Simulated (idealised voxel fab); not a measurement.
Process module under the name voxel self aligned vias
The figure presents cross-section cut, which has a width of 210 nm and is divided into square cells with an edge length of 5 nm.
Cross-section, as written here: a square-cell grid given band by band from the top down, where a band holds one or more rows of cells.
It is stipulated that each band's entry specify, in nanometres, the height of the top of the band and then that of its bottom, followed by the materials of the band in left-to-right sequence, each together with its width in nanometres. A single material marked by the word "all across" is understood to fill the band from edge to edge; the word "empty" is understood to denote empty space.
The level at which height equals 0 is the one under which the wafer, as it arrives, is entirely one material. No lower edge exists for the bottom band, which continues downward and is notated as in "0..down".
Width spec "30..40" -> top row of cells at first value, bottom row at second value, equal per-row change in between.
Key: "no change occurred" - step with no changed cell in the cross-section.
The entry "Closed void table" lists the empty spaces that cover at least 8 cells and have no open path to the top. Each is written as width x height at distance, where the distance is measured from the left edge and all three values are in nm.
Step line, after settings: the simulator's comment on this step.
The line of a step may include "overlay nm". On a step with a mask, this value is how far to the right of its planned place the mask lay. A negative value means the mask lay to the left.
### The process steps that were planned are listed below
1) RECEIVE [material Si]
2) CONFORMAL_DEP [material SiO2] [thk nm 15]
3) CONFORMAL_DEP [material SiCN] [thk nm 5]
4) DIRECTIONAL_DEP [material SiO2] [thk nm 20]
5) PATTERN [tone open] [mask id LINES] [material resist] [width nm 30] [pitch nm 80] [thk nm 15] [overlay nm 0]
6) DIRECTIONAL_ETCH [etch materials SiO2] [depth nm 20]
7) STRIP [etch materials resist]
8) CONFORMAL_DEP [material TiN] [thk nm 5]
9) FILL_DEP [material Ru] [thk nm 5]
10) CMP [height nm 40]
11) SELECTIVE_ETCH [etch materials W Ru TiN] [depth nm 5]
12) FILL_DEP [material SiN] [thk nm 10]
13) CMP [height nm 40]
14) DIRECTIONAL_DEP [material SiO2] [thk nm 15]
15) MASKED_ETCH [tone open] [mask id VIAS] [width nm 50] [pitch nm 80] [etch materials SiO2] [depth nm 15] [overlay nm 0]
16) MASKED_ETCH [tone open] [mask id VIAS] [width nm 50] [pitch nm 80] [etch materials SiN] [depth nm 5] [overlay nm 0]
17) CONFORMAL_DEP [material TiN] [thk nm 5]
18) FILL_DEP [material Cu] [thk nm 5]
19) CMP [height nm 55]
20) CONFORMAL_DEP [material SiCN] [thk nm 5]
### Wafer at receipt (post step 1), cross-section
    0..down = Si all across
    Closed void table: none
### Run as planned - first of the two wafers cross-sectioned at the end of the module
    60..55 = SiCN all across
    55..45 = SiO2: 40 / TiN: 5 / Cu: 40 / TiN: 5 / SiO2: 30 / TiN: 5 / Cu: 40 / TiN: 5 / SiO2: 40
    45..40 = SiO2: 40 / TiN: 15 / Cu: 20 / TiN: 15 / SiO2: 30 / TiN: 15 / Cu: 20 / TiN: 15 / SiO2: 40
    40..35 = SiO2: 50 / TiN: 30 / SiO2: 50 / TiN: 30 / SiO2: 50
    35..25 = SiO2: 50 / TiN: 5 / Ru: 20 / TiN: 5 / SiO2: 50 / TiN: 5 / Ru: 20 / TiN: 5 / SiO2: 50
    25..20 = SiO2: 50 / TiN: 30 / SiO2: 50 / TiN: 30 / SiO2: 50
    20..15 = SiCN all across
    15..0 = SiO2 all across
    0..down = Si all across
    Closed void table: none
### End of module, second wafer, cross-section. Started like the first, planned like the first, run with one mistake
    60..55 = SiCN all across
    55..45 = SiO2: 35 / TiN: 5 / Cu: 50 / TiN: 5 / SiO2: 20 / TiN: 5 / Cu: 50 / TiN: 5 / SiO2: 35
    45..40 = SiO2: 35 / TiN: 20 / Cu: 20 / TiN: 20 / SiO2: 20 / TiN: 20 / Cu: 20 / TiN: 20 / SiO2: 35
    40..35 = SiO2: 50 / TiN: 30 / SiO2: 50 / TiN: 30 / SiO2: 50
    35..25 = SiO2: 50 / TiN: 5 / Ru: 20 / TiN: 5 / SiO2: 50 / TiN: 5 / Ru: 20 / TiN: 5 / SiO2: 50
    25..20 = SiO2: 50 / TiN: 30 / SiO2: 50 / TiN: 30 / SiO2: 50
    20..15 = SiCN all across
    15..0 = SiO2 all across
    0..down = Si all across
    Closed void table: none
Against the plan, the run slipped here: heads up, step 15 didn't go per plan, it actually ran as MASKED_ETCH [tone open] [mask id VIAS] [width nm 60] [pitch nm 80] [etch materials SiO2] [depth nm 15] [overlay nm 0]
FYI, end of process, the second wafer has more or fewer cells of some materials than the first: +8 Cu, -12 SiO2, +4 TiN
